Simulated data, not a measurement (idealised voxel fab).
process module | voxel capacitor over wiring
cross-section cut | 165 nm wide | cells 5 nm
A cross-section is a grid of square cells, given in bands from the top down. A band is one or more rows of cells.
Each band's line starts with the height of the band's top and of its bottom, in nm. Then come its materials from left to right, each with its width in nm. One material with "throughout" fills the band from edge to edge. "air" is empty space.
Height 0 is the level under which the wafer as received is all one material. The lowest band goes on downwards, as in "0 down".
A width such as "30 to 40" changes by the same amount from each row of cells to the next, from the band's top row to its bottom row.
"no change" after a step means that no cell of the cross-section changed.
closed voids: empty space of 8 cells or more with no open way to the top, each as width x height at its distance from the left edge, in nm
after a step's settings: what the simulator itself notes on the step
overlay nm, on a step with a mask: how far to the right of its planned place the mask lay; to the left if negative
plan
1 op RECEIVE | material Si
2 op CONFORMAL_DEP | material SiO2 | thk nm 15
3 op CONFORMAL_DEP | material SiN | thk nm 5
4 op DIRECTIONAL_DEP | material lowk | thk nm 20
5 op PATTERN | tone open | mask id METAL_1 | material resist | width nm 25 | pitch nm 90 | thk nm 15 | overlay nm 0
6 op DIRECTIONAL_ETCH | etch materials lowk | depth nm 20
7 op DIRECTIONAL_ETCH | etch materials SiN | depth nm 5
8 op STRIP | etch materials resist
9 op CONFORMAL_DEP | material TiN | thk nm 5
10 op FILL_DEP | material W | thk nm 10
11 op CMP | height nm 40
12 op CONFORMAL_DEP | material SiCN | thk nm 5
13 op DIRECTIONAL_DEP | material SiO2 | thk nm 15
14 op MASKED_ETCH | tone open | mask id PLUG_1 | width nm 15 | etch materials SiO2 | depth nm 15 | overlay nm 0
15 op MASKED_ETCH | tone open | mask id PLUG_1 | width nm 15 | etch materials SiCN | depth nm 5 | overlay nm 0
16 op EPI | material Ru | thk nm 10
17 op EPI | material Ru | thk nm 10
18 op DIRECTIONAL_DEP | material TiN | thk nm 10
19 op DIRECTIONAL_DEP | material SiN | thk nm 5
20 op DIRECTIONAL_DEP | material TiN | thk nm 10
21 op PATTERN | tone cover | mask id UPPER_PLATE | material resist | width nm 70 | thk nm 20 | overlay nm 0
22 op DIRECTIONAL_ETCH | etch materials TiN | depth nm 10
23 op DIRECTIONAL_ETCH | etch materials SiN | depth nm 5
24 op STRIP | etch materials resist
25 op MASKED_ETCH | tone cover | mask id LOWER_PLATE | width nm 80 | etch materials TiN | depth nm 10 | overlay nm 0
26 op FILL_DEP | material SiO2 | thk nm 20
27 op CMP | height nm 100
28 op DIRECTIONAL_DEP | material aC | thk nm 15
29 op PATTERN | tone open | mask id PLUG_2 | material resist | width nm 15 | thk nm 35 | overlay nm 0
30 op DIRECTIONAL_ETCH | etch materials aC | depth nm 15
31 op STRIP | etch materials resist
32 op DIRECTIONAL_ETCH | etch materials SiO2 | depth nm 15
33 op STRIP | etch materials aC
34 op CONFORMAL_DEP | material TiN | thk nm 5
35 op FILL_DEP | material Ru | thk nm 10
36 op CMP | height nm 100
37 op CONFORMAL_DEP | material SiCN | thk nm 5
as received, after step 1
  0 down: Si throughout
  closed voids: none
first wafer at the end, as planned
  105 to 100: SiCN throughout
  100 to 90: SiO2 45 | TiN 5 | Ru 5 | TiN 5 | SiO2 105
  90 to 85: SiO2 45 | TiN 15 | SiO2 105
  85 to 75: SiO2 35 | TiN 70 | SiO2 60
  75 to 70: SiO2 35 | SiN 70 | SiO2 60
  70 to 60: SiO2 30 | TiN 80 | SiO2 55
  60 to 45: SiO2 35 | Ru 15 | SiO2 115
  45 to 40: SiCN 35 | Ru 15 | SiCN 115
  40 to 20: lowk 25 | TiN 5 | W 15 | TiN 5 | lowk 65 | TiN 5 | W 15 | TiN 5 | lowk 25
  20 to 15: SiN 25 | TiN 25 | SiN 65 | TiN 25 | SiN 25
  15 to 0: SiO2 throughout
  0 down: Si throughout
  closed voids: none
second wafer at the end: like start, like plan, one mistake
  105 to 100: SiCN throughout
  100 to 90: Ru 40 | TiN 5 | SiO2 15 | TiN 5 | Ru 100
  90 to 85: TiN 45 | SiO2 15 | TiN 105
  85 to 75: SiO2 35 | TiN 70 | SiO2 60
  75 to 70: SiO2 35 | SiN 70 | SiO2 60
  70 to 60: SiO2 30 | TiN 80 | SiO2 55
  60 to 45: SiO2 35 | Ru 15 | SiO2 115
  45 to 40: SiCN 35 | Ru 15 | SiCN 115
  40 to 20: lowk 25 | TiN 5 | W 15 | TiN 5 | lowk 65 | TiN 5 | W 15 | TiN 5 | lowk 25
  20 to 15: SiN 25 | TiN 25 | SiN 65 | TiN 25 | SiN 25
  15 to 0: SiO2 throughout
  0 down: Si throughout
  closed voids: none
what went wrong: step 29 ran as: op PATTERN | tone cover | mask id PLUG_2 | material resist | width nm 15 | thk nm 35 | overlay nm 0
at the end the second wafer has, in cells: 54 more of Ru | 81 fewer of SiO2 | 27 more of TiN
